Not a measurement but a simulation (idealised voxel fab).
A process module follows: voxel released beams.
This is section cut - it's 150 nm across, gridded in 5 nm square cells.
Cross-section format: a grid of square cells, given as bands from top to bottom; each band is one or more rows of cells. The entry gives the band's vertical extent as a top height and a bottom height in nm, then its horizontal make-up as materials from left to right, each with a width in nm. "blank" stands for empty space; a single material marked "everywhere" fills the band edge to edge. Beneath 0, the wafer as received is one material, and that level is where height counting begins. The lowest band goes on downward without a bottom; it is written like "0..down". A width given as "30 to 40" starts at the first number in the band's top row and ends at the second number in its bottom row, shifting by an equal amount at every step from row to row. Basically "changes: none" means that step didn't change any cell in the cross-section. "Trapped voids": sealed empty spaces, 8 cells or more, no open way to top, listed width x height at distance, with distance from the left edge and width, height and distance in nm. Anything after a step's settings on that line? It's the simulator's own note about the step. overlay nm: on a step with a mask, how far right of its planned place the mask lay; negative means left.

Here's what the planned process steps look like
| 1 | RECEIVE | material Si |
| 2 | CONFORMAL_DEP | material Al2O3 | thk nm 10 |
| 3 | DIRECTIONAL_DEP | material SiO2 | thk nm 10 |
| 4 | PATTERN | tone open | mask id ANCHOR | material resist | width nm 35 | thk nm 15 | overlay nm 0 |
| 5 | DIRECTIONAL_ETCH | etch materials SiO2 | depth nm 10 |
| 6 | STRIP | etch materials resist |
| 7 | CONFORMAL_DEP | material polySi | thk nm 10 |
| 8 | MASKED_ETCH | tone cover | mask id BEAM | width nm 80 | etch materials polySi | depth nm 10 | overlay nm 0 |
| 9 | STRIP | etch materials SiO2 |

Cross-sectional view of the wafer in its as-received condition, corresponding to the state after step 1
	0..down = Si everywhere
	Trapped voids: none

Cross-section, end of module. Start: as above. Plan: as above. Execution: one mistake
	30..20 = blank=30, polySi=15, blank=15, polySi=50, blank=40
	20..10 = blank=35, polySi=35, blank=80
	10..0 = polySi everywhere
	0..down = Si everywhere
	Trapped voids: none
What was done differently from what was planned? step 2 off recipe, ran as CONFORMAL_DEP | material polySi | thk nm 10
